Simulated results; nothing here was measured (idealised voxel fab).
The following process module bears the name voxel gate over fins.
Cross-sectional view cut (width: 255 nm; square cell size: 5 nm).
Format of a cross-section: grid, square cells. Given as bands. Order: top down. Band: one or more rows of cells. This entry defines a band. It first specifies the height of the band's top and the height of its bottom in nm, and then specifies the band's materials from left to right, stating each material with its width in nm. The word "edge to edge" identifies a single material that fills the band from edge to edge, while the word "blank" identifies empty space. For the purposes of this specification, 0 denotes the height below which the wafer in its as-received condition is composed wholly of one material, and the lowermost band, lacking a lower limit, extends downward without end, as expressed in "z 0 and below". When a width is written as two numbers, as in "30->40", the first number is the width in the top row of cells of the band and the second is the width in its bottom row, and the width changes by the same amount from each row to the next. For the purposes of this document, the phrase "remained unchanged" attached to a step denotes that no cell within the cross-section was modified by that step. Listed in "Closed void list": every empty space of 8 or more cells without an open way to the top. Form: width x height at distance, the distance being from the left edge, all in nm. Read whatever lies past the settings on a step's line as the simulator's own remark about the step. The optional step-line setting "overlay nm" applies to steps with a mask and quantifies how far to the right of its planned location the mask lay, a negative value indicating leftward placement.
Steps in the process plan:
1) RECEIVE,material Si
2) CONFORMAL_DEP,material SiN,thk nm 5
3) MASKED_ETCH,tone cover,mask id FINS,width nm 15,pitch nm 55,etch materials SiN,depth nm 5,overlay nm 0
4) MASKED_ETCH,tone cover,mask id FINS,width nm 15,pitch nm 55,etch materials Si,depth nm 40,overlay nm 0
5) FILL_DEP,material SiO2,thk nm 5
6) CMP,height nm 5
7) PATTERN,tone open,mask id RAIL,material resist,width nm 15,thk nm 20,overlay nm 0
8) DIRECTIONAL_ETCH,etch materials SiO2,depth nm 40
9) STRIP,etch materials resist
10) CONFORMAL_DEP,material TiN,thk nm 5
11) FILL_DEP,material Ru,thk nm 5
12) CMP,height nm 5
13) SELECTIVE_ETCH,etch materials W Ru TiN,depth nm 25
14) FILL_DEP,material SiO2,thk nm 5
15) CMP,height nm 5
16) SELECTIVE_ETCH,etch materials SiO2,depth nm 15
17) STRIP,etch materials SiN
18) CONFORMAL_DEP,material HfO2,thk nm 5
19) CONFORMAL_DEP,material TiN,thk nm 5
20) CONFORMAL_DEP,material TiAl,thk nm 5
21) CONFORMAL_DEP,material TiN,thk nm 5
22) FILL_DEP,material W,thk nm 15
23) CMP,height nm 30
24) CONFORMAL_DEP,material SiN,thk nm 10
First out of two wafers; run went to plan:
So this is the incoming wafer in cross-section - it's already been through step 1:
> z 0 and below = Si edge to edge
> Closed void list: none
Cross-section of the wafer after step 2:
> z 5 to 0 = SiN edge to edge
> At heights below 0, the structure remains unaltered.
Cross-section of the wafer after step 3:
> z 5 to 0 = blank (35) / SiN (15) / blank (40) / SiN (15) / blank (40) / SiN (15) / blank (40) / SiN (15) / blank (40)
> At heights below 0, the structure remains unaltered.
Cross-section of the wafer after step 4:
> z 5 to 0 = blank (35) / SiN (15) / blank (40) / SiN (15) / blank (40) / SiN (15) / blank (40) / SiN (15) / blank (40)
> z 0 to -40 = blank (35) / Si (15) / blank (40) / Si (15) / blank (40) / Si (15) / blank (40) / Si (15) / blank (40)
> At heights below -40, the structure remains unaltered.
Cross-section of the wafer after step 5:
> z 10 to 5 = SiO2 edge to edge
> z 5 to 0 = SiO2 (35) / SiN (15) / SiO2 (40) / SiN (15) / SiO2 (40) / SiN (15) / SiO2 (40) / SiN (15) / SiO2 (40)
> z 0 to -40 = SiO2 (35) / Si (15) / SiO2 (40) / Si (15) / SiO2 (40) / Si (15) / SiO2 (40) / Si (15) / SiO2 (40)
> At heights below -40, the structure remains unaltered.
Cross-section of the wafer after step 6:
> z 5 to 0 = SiO2 (35) / SiN (15) / SiO2 (40) / SiN (15) / SiO2 (40) / SiN (15) / SiO2 (40) / SiN (15) / SiO2 (40)
> At heights below 0, the structure remains unaltered.
Cross-section of the wafer after step 7:
> z 25 to 5 = resist (60) / blank (15) / resist (180)
> At heights below 5, the structure remains unaltered.
Cross-section of the wafer after step 8:
> z 25 to 5 = resist (60) / blank (15) / resist (180)
> z 5 to 0 = SiO2 (35) / SiN (15) / SiO2 (10) / blank (15) / SiO2 (15) / SiN (15) / SiO2 (40) / SiN (15) / SiO2 (40) / SiN (15) / SiO2 (40)
> z 0 to -35 = SiO2 (35) / Si (15) / SiO2 (10) / blank (15) / SiO2 (15) / Si (15) / SiO2 (40) / Si (15) / SiO2 (40) / Si (15) / SiO2 (40)
> At heights below -35, the structure remains unaltered.
Cross-section of the wafer after step 9:
> z 5 to 0 = SiO2 (35) / SiN (15) / SiO2 (10) / blank (15) / SiO2 (15) / SiN (15) / SiO2 (40) / SiN (15) / SiO2 (40) / SiN (15) / SiO2 (40)
> At heights below 0, the structure remains unaltered.
Cross-section of the wafer after step 10:
> z 10 to 5 = TiN (65) / blank (5) / TiN (185)
> z 5 to 0 = SiO2 (35) / SiN (15) / SiO2 (10) / TiN (5) / blank (5) / TiN (5) / SiO2 (15) / SiN (15) / SiO2 (40) / SiN (15) / SiO2 (40) / SiN (15) / SiO2 (40)
> z 0 to -30 = SiO2 (35) / Si (15) / SiO2 (10) / TiN (5) / blank (5) / TiN (5) / SiO2 (15) / Si (15) / SiO2 (40) / Si (15) / SiO2 (40) / Si (15) / SiO2 (40)
> z -30 to -35 = SiO2 (35) / Si (15) / SiO2 (10) / TiN (15) / SiO2 (15) / Si (15) / SiO2 (40) / Si (15) / SiO2 (40) / Si (15) / SiO2 (40)
> At heights below -35, the structure remains unaltered.
Cross-section of the wafer after step 11:
> z 15 to 10 = Ru edge to edge
> z 10 to 5 = TiN (65) / Ru (5) / TiN (185)
> z 5 to 0 = SiO2 (35) / SiN (15) / SiO2 (10) / TiN (5) / Ru (5) / TiN (5) / SiO2 (15) / SiN (15) / SiO2 (40) / SiN (15) / SiO2 (40) / SiN (15) / SiO2 (40)
> z 0 to -30 = SiO2 (35) / Si (15) / SiO2 (10) / TiN (5) / Ru (5) / TiN (5) / SiO2 (15) / Si (15) / SiO2 (40) / Si (15) / SiO2 (40) / Si (15) / SiO2 (40)
> At heights below -30, the structure remains unaltered.
Cross-section of the wafer after step 12:
> z 5 to 0 = SiO2 (35) / SiN (15) / SiO2 (10) / TiN (5) / Ru (5) / TiN (5) / SiO2 (15) / SiN (15) / SiO2 (40) / SiN (15) / SiO2 (40) / SiN (15) / SiO2 (40)
> At heights below 0, the structure remains unaltered.
Cross-section of the wafer after step 13:
> z 5 to 0 = SiO2 (35) / SiN (15) / SiO2 (10) / blank (15) / SiO2 (15) / SiN (15) / SiO2 (40) / SiN (15) / SiO2 (40) / SiN (15) / SiO2 (40)
> z 0 to -20 = SiO2 (35) / Si (15) / SiO2 (10) / blank (15) / SiO2 (15) / Si (15) / SiO2 (40) / Si (15) / SiO2 (40) / Si (15) / SiO2 (40)
> At heights below -20, the structure remains unaltered.
Cross-section of the wafer after step 14:
> z 10 to 5 = SiO2 edge to edge
> z 5 to 0 = SiO2 (35) / SiN (15) / SiO2 (40) / SiN (15) / SiO2 (40) / SiN (15) / SiO2 (40) / SiN (15) / SiO2 (40)
> z 0 to -20 = SiO2 (35) / Si (15) / SiO2 (40) / Si (15) / SiO2 (40) / Si (15) / SiO2 (40) / Si (15) / SiO2 (40)
> At heights below -20, the structure remains unaltered.
Cross-section of the wafer after step 15:
> z 5 to 0 = SiO2 (35) / SiN (15) / SiO2 (40) / SiN (15) / SiO2 (40) / SiN (15) / SiO2 (40) / SiN (15) / SiO2 (40)
> At heights below 0, the structure remains unaltered.
Cross-section of the wafer after step 16:
> z 5 to 0 = blank (35) / SiN (15) / blank (40) / SiN (15) / blank (40) / SiN (15) / blank (40) / SiN (15) / blank (40)
> z 0 to -10 = blank (35) / Si (15) / blank (40) / Si (15) / blank (40) / Si (15) / blank (40) / Si (15) / blank (40)
> At heights below -10, the structure remains unaltered.
Cross-section of the wafer after step 17:
> z 0 to -10 = blank (35) / Si (15) / blank (40) / Si (15) / blank (40) / Si (15) / blank (40) / Si (15) / blank (40)
> At heights below -10, the structure remains unaltered.
Cross-section of the wafer after step 18:
> z 5 to 0 = blank (30) / HfO2 (25) / blank (30) / HfO2 (25) / blank (30) / HfO2 (25) / blank (30) / HfO2 (25) / blank (35)
> z 0 to -5 = blank (30) / HfO2 (5) / Si (15) / HfO2 (5) / blank (30) / HfO2 (5) / Si (15) / HfO2 (5) / blank (30) / HfO2 (5) / Si (15) / HfO2 (5) / blank (30) / HfO2 (5) / Si (15) / HfO2 (5) / blank (35)
> z -5 to -10 = HfO2 (35) / Si (15) / HfO2 (40) / Si (15) / HfO2 (40) / Si (15) / HfO2 (40) / Si (15) / HfO2 (40)
> At heights below -10, the structure remains unaltered.
Cross-section of the wafer after step 19:
> z 10 to 5 = blank (25) / TiN (35) / blank (20) / TiN (35) / blank (20) / TiN (35) / blank (20) / TiN (35) / blank (30)
> z 5 to 0 = blank (25) / TiN (5) / HfO2 (25) / TiN (5) / blank (20) / TiN (5) / HfO2 (25) / TiN (5) / blank (20) / TiN (5) / HfO2 (25) / TiN (5) / blank (20) / TiN (5) / HfO2 (25) / TiN (5) / blank (30)
> z 0 to -5 = TiN (30) / HfO2 (5) / Si (15) / HfO2 (5) / TiN (30) / HfO2 (5) / Si (15) / HfO2 (5) / TiN (30) / HfO2 (5) / Si (15) / HfO2 (5) / TiN (30) / HfO2 (5) / Si (15) / HfO2 (5) / TiN (35)
> At heights below -5, the structure remains unaltered.
Cross-section of the wafer after step 20:
> z 15 to 10 = blank (20) / TiAl (45) / blank (10) / TiAl (45) / blank (10) / TiAl (45) / blank (10) / TiAl (45) / blank (25)
> z 10 to 5 = blank (20) / TiAl (5) / TiN (35) / TiAl (5) / blank (10) / TiAl (5) / TiN (35) / TiAl (5) / blank (10) / TiAl (5) / TiN (35) / TiAl (5) / blank (10) / TiAl (5) / TiN (35) / TiAl (5) / blank (25)
> z 5 to 0 = TiAl (25) / TiN (5) / HfO2 (25) / TiN (5) / TiAl (20) / TiN (5) / HfO2 (25) / TiN (5) / TiAl (20) / TiN (5) / HfO2 (25) / TiN (5) / TiAl (20) / TiN (5) / HfO2 (25) / TiN (5) / TiAl (30)
> At heights below 0, the structure remains unaltered.
Cross-section of the wafer after step 21:
> z 20 to 15 = blank (15) / TiN (220) / blank (20)
> z 15 to 10 = blank (15) / TiN (5) / TiAl (45) / TiN (10) / TiAl (45) / TiN (10) / TiAl (45) / TiN (10) / TiAl (45) / TiN (5) / blank (20)
> z 10 to 5 = TiN (20) / TiAl (5) / TiN (35) / TiAl (5) / TiN (10) / TiAl (5) / TiN (35) / TiAl (5) / TiN (10) / TiAl (5) / TiN (35) / TiAl (5) / TiN (10) / TiAl (5) / TiN (35) / TiAl (5) / TiN (25)
> At heights below 5, the structure remains unaltered.
Cross-section of the wafer after step 22:
> z 35 to 20 = W edge to edge
> z 20 to 15 = W (15) / TiN (220) / W (20)
> z 15 to 10 = W (15) / TiN (5) / TiAl (45) / TiN (10) / TiAl (45) / TiN (10) / TiAl (45) / TiN (10) / TiAl (45) / TiN (5) / W (20)
> At heights below 10, the structure remains unaltered.
Cross-section of the wafer after step 23:
> z 30 to 20 = W edge to edge
> At heights below 20, the structure remains unaltered.
Cross-section of the wafer after step 24:
> z 40 to 30 = SiN edge to edge
> At heights below 30, the structure remains unaltered.
The remaining wafer, second of the two, started like the first and was run to the same plan, except that one mistake was made along the way; the two coincide through step 15, inclusive:
X-section, second wafer, when step 16 was due to finish:
> z 5 to 0 = blank (35) / SiN (15) / blank (40) / SiN (15) / blank (40) / SiN (15) / blank (40) / SiN (15) / blank (40)
> z 0 to -20 = blank (35) / Si (15) / blank (40) / Si (15) / blank (40) / Si (15) / blank (40) / Si (15) / blank (40)
> z -20 to -25 = blank (35) / Si (15) / blank (10) / TiN (5) / Ru (5) / TiN (5) / blank (15) / Si (15) / blank (40) / Si (15) / blank (40) / Si (15) / blank (40)
> At heights below -25, the structure remains unaltered.
X-section, second wafer, when step 17 was due to finish:
> z 0 to -20 = blank (35) / Si (15) / blank (40) / Si (15) / blank (40) / Si (15) / blank (40) / Si (15) / blank (40)
> At heights below -20, the structure remains unaltered.
X-section, second wafer, when step 18 was due to finish:
> z 5 to 0 = blank (30) / HfO2 (25) / blank (30) / HfO2 (25) / blank (30) / HfO2 (25) / blank (30) / HfO2 (25) / blank (35)
> z 0 to -15 = blank (30) / HfO2 (5) / Si (15) / HfO2 (5) / blank (30) / HfO2 (5) / Si (15) / HfO2 (5) / blank (30) / HfO2 (5) / Si (15) / HfO2 (5) / blank (30) / HfO2 (5) / Si (15) / HfO2 (5) / blank (35)
> z -15 to -20 = blank (30) / HfO2 (5) / Si (15) / HfO2 (30) / blank (5) / HfO2 (5) / Si (15) / HfO2 (5) / blank (30) / HfO2 (5) / Si (15) / HfO2 (5) / blank (30) / HfO2 (5) / Si (15) / HfO2 (5) / blank (35)
> z -20 to -25 = HfO2 (35) / Si (15) / HfO2 (10) / TiN (5) / Ru (5) / TiN (5) / HfO2 (15) / Si (15) / HfO2 (40) / Si (15) / HfO2 (40) / Si (15) / HfO2 (40)
> At heights below -25, the structure remains unaltered.
X-section, second wafer, when step 19 was due to finish:
> z 10 to 5 = blank (25) / TiN (35) / blank (20) / TiN (35) / blank (20) / TiN (35) / blank (20) / TiN (35) / blank (30)
> z 5 to 0 = blank (25) / TiN (5) / HfO2 (25) / TiN (5) / blank (20) / TiN (5) / HfO2 (25) / TiN (5) / blank (20) / TiN (5) / HfO2 (25) / TiN (5) / blank (20) / TiN (5) / HfO2 (25) / TiN (5) / blank (30)
> z 0 to -10 = blank (25) / TiN (5) / HfO2 (5) / Si (15) / HfO2 (5) / TiN (5) / blank (20) / TiN (5) / HfO2 (5) / Si (15) / HfO2 (5) / TiN (5) / blank (20) / TiN (5) / HfO2 (5) / Si (15) / HfO2 (5) / TiN (5) / blank (20) / TiN (5) / HfO2 (5) / Si (15) / HfO2 (5) / TiN (5) / blank (30)
> z -10 to -15 = blank (25) / TiN (5) / HfO2 (5) / Si (15) / HfO2 (5) / TiN (30) / HfO2 (5) / Si (15) / HfO2 (5) / TiN (5) / blank (20) / TiN (5) / HfO2 (5) / Si (15) / HfO2 (5) / TiN (5) / blank (20) / TiN (5) / HfO2 (5) / Si (15) / HfO2 (5) / TiN (5) / blank (30)
> z -15 to -20 = TiN (30) / HfO2 (5) / Si (15) / HfO2 (30) / TiN (5) / HfO2 (5) / Si (15) / HfO2 (5) / TiN (30) / HfO2 (5) / Si (15) / HfO2 (5) / TiN (30) / HfO2 (5) / Si (15) / HfO2 (5) / TiN (35)
> At heights below -20, the structure remains unaltered.
X-section, second wafer, when step 20 was due to finish:
> z 15 to 10 = blank (20) / TiAl (45) / blank (10) / TiAl (45) / blank (10) / TiAl (45) / blank (10) / TiAl (45) / blank (25)
> z 10 to 5 = blank (20) / TiAl (5) / TiN (35) / TiAl (5) / blank (10) / TiAl (5) / TiN (35) / TiAl (5) / blank (10) / TiAl (5) / TiN (35) / TiAl (5) / blank (10) / TiAl (5) / TiN (35) / TiAl (5) / blank (25)
> z 5 to 0 = blank (20) / TiAl (5) / TiN (5) / HfO2 (25) / TiN (5) / TiAl (5) / blank (10) / TiAl (5) / TiN (5) / HfO2 (25) / TiN (5) / TiAl (5) / blank (10) / TiAl (5) / TiN (5) / HfO2 (25) / TiN (5) / TiAl (5) / blank (10) / TiAl (5) / TiN (5) / HfO2 (25) / TiN (5) / TiAl (5) / blank (25)
> z 0 to -5 = blank (20) / TiAl (5) / TiN (5) / HfO2 (5) / Si (15) / HfO2 (5) / TiN (5) / TiAl (5) / blank (10) / TiAl (5) / TiN (5) / HfO2 (5) / Si (15) / HfO2 (5) / TiN (5) / TiAl (5) / blank (10) / TiAl (5) / TiN (5) / HfO2 (5) / Si (15) / HfO2 (5) / TiN (5) / TiAl (5) / blank (10) / TiAl (5) / TiN (5) / HfO2 (5) / Si (15) / HfO2 (5) / TiN (5) / TiAl (5) / blank (25)
> z -5 to -10 = blank (20) / TiAl (5) / TiN (5) / HfO2 (5) / Si (15) / HfO2 (5) / TiN (5) / TiAl (20) / TiN (5) / HfO2 (5) / Si (15) / HfO2 (5) / TiN (5) / TiAl (5) / blank (10) / TiAl (5) / TiN (5) / HfO2 (5) / Si (15) / HfO2 (5) / TiN (5) / TiAl (5) / blank (10) / TiAl (5) / TiN (5) / HfO2 (5) / Si (15) / HfO2 (5) / TiN (5) / TiAl (5) / blank (25)
> z -10 to -15 = TiAl (25) / TiN (5) / HfO2 (5) / Si (15) / HfO2 (5) / TiN (30) / HfO2 (5) / Si (15) / HfO2 (5) / TiN (5) / TiAl (20) / TiN (5) / HfO2 (5) / Si (15) / HfO2 (5) / TiN (5) / TiAl (20) / TiN (5) / HfO2 (5) / Si (15) / HfO2 (5) / TiN (5) / TiAl (30)
> At heights below -15, the structure remains unaltered.
X-section, second wafer, when step 21 was due to finish:
> z 20 to 15 = blank (15) / TiN (220) / blank (20)
> z 15 to 10 = blank (15) / TiN (5) / TiAl (45) / TiN (10) / TiAl (45) / TiN (10) / TiAl (45) / TiN (10) / TiAl (45) / TiN (5) / blank (20)
> z 10 to 5 = blank (15) / TiN (5) / TiAl (5) / TiN (35) / TiAl (5) / TiN (10) / TiAl (5) / TiN (35) / TiAl (5) / TiN (10) / TiAl (5) / TiN (35) / TiAl (5) / TiN (10) / TiAl (5) / TiN (35) / TiAl (5) / TiN (5) / blank (20)
> z 5 to 0 = blank (15) / TiN (5) / TiAl (5) / TiN (5) / HfO2 (25) / TiN (5) / TiAl (5) / TiN (10) / TiAl (5) / TiN (5) / HfO2 (25) / TiN (5) / TiAl (5) / TiN (10) / TiAl (5) / TiN (5) / HfO2 (25) / TiN (5) / TiAl (5) / TiN (10) / TiAl (5) / TiN (5) / HfO2 (25) / TiN (5) / TiAl (5) / TiN (5) / blank (20)
> z 0 to -5 = blank (15) / TiN (5) / TiAl (5) / TiN (5) / HfO2 (5) / Si (15) / HfO2 (5) / TiN (5) / TiAl (5) / TiN (10) / TiAl (5) / TiN (5) / HfO2 (5) / Si (15) / HfO2 (5) / TiN (5) / TiAl (5) / TiN (10) / TiAl (5) / TiN (5) / HfO2 (5) / Si (15) / HfO2 (5) / TiN (5) / TiAl (5) / TiN (10) / TiAl (5) / TiN (5) / HfO2 (5) / Si (15) / HfO2 (5) / TiN (5) / TiAl (5) / TiN (5) / blank (20)
> z -5 to -10 = TiN (20) / TiAl (5) / TiN (5) / HfO2 (5) / Si (15) / HfO2 (5) / TiN (5) / TiAl (20) / TiN (5) / HfO2 (5) / Si (15) / HfO2 (5) / TiN (5) / TiAl (5) / TiN (10) / TiAl (5) / TiN (5) / HfO2 (5) / Si (15) / HfO2 (5) / TiN (5) / TiAl (5) / TiN (10) / TiAl (5) / TiN (5) / HfO2 (5) / Si (15) / HfO2 (5) / TiN (5) / TiAl (5) / TiN (25)
> At heights below -10, the structure remains unaltered.
X-section, second wafer, when step 22 was due to finish:
> z 35 to 20 = W edge to edge
> z 20 to 15 = W (15) / TiN (220) / W (20)
> z 15 to 10 = W (15) / TiN (5) / TiAl (45) / TiN (10) / TiAl (45) / TiN (10) / TiAl (45) / TiN (10) / TiAl (45) / TiN (5) / W (20)
> z 10 to 5 = W (15) / TiN (5) / TiAl (5) / TiN (35) / TiAl (5) / TiN (10) / TiAl (5) / TiN (35) / TiAl (5) / TiN (10) / TiAl (5) / TiN (35) / TiAl (5) / TiN (10) / TiAl (5) / TiN (35) / TiAl (5) / TiN (5) / W (20)
> z 5 to 0 = W (15) / TiN (5) / TiAl (5) / TiN (5) / HfO2 (25) / TiN (5) / TiAl (5) / TiN (10) / TiAl (5) / TiN (5) / HfO2 (25) / TiN (5) / TiAl (5) / TiN (10) / TiAl (5) / TiN (5) / HfO2 (25) / TiN (5) / TiAl (5) / TiN (10) / TiAl (5) / TiN (5) / HfO2 (25) / TiN (5) / TiAl (5) / TiN (5) / W (20)
> z 0 to -5 = W (15) / TiN (5) / TiAl (5) / TiN (5) / HfO2 (5) / Si (15) / HfO2 (5) / TiN (5) / TiAl (5) / TiN (10) / TiAl (5) / TiN (5) / HfO2 (5) / Si (15) / HfO2 (5) / TiN (5) / TiAl (5) / TiN (10) / TiAl (5) / TiN (5) / HfO2 (5) / Si (15) / HfO2 (5) / TiN (5) / TiAl (5) / TiN (10) / TiAl (5) / TiN (5) / HfO2 (5) / Si (15) / HfO2 (5) / TiN (5) / TiAl (5) / TiN (5) / W (20)
> At heights below -5, the structure remains unaltered.
X-section, second wafer, when step 23 was due to finish:
> z 30 to 20 = W edge to edge
> At heights below 20, the structure remains unaltered.
X-section, second wafer, when step 24 was due to finish:
> z 40 to 30 = SiN edge to edge
> At heights below 30, the structure remains unaltered.
Misprocessing identified: step 16 of the plan was twice carried out
Final wafer comparison in cells, second versus first, more or fewer per material: +26 HfO2, -114 SiO2, +22 TiAl, +45 TiN, +21 W
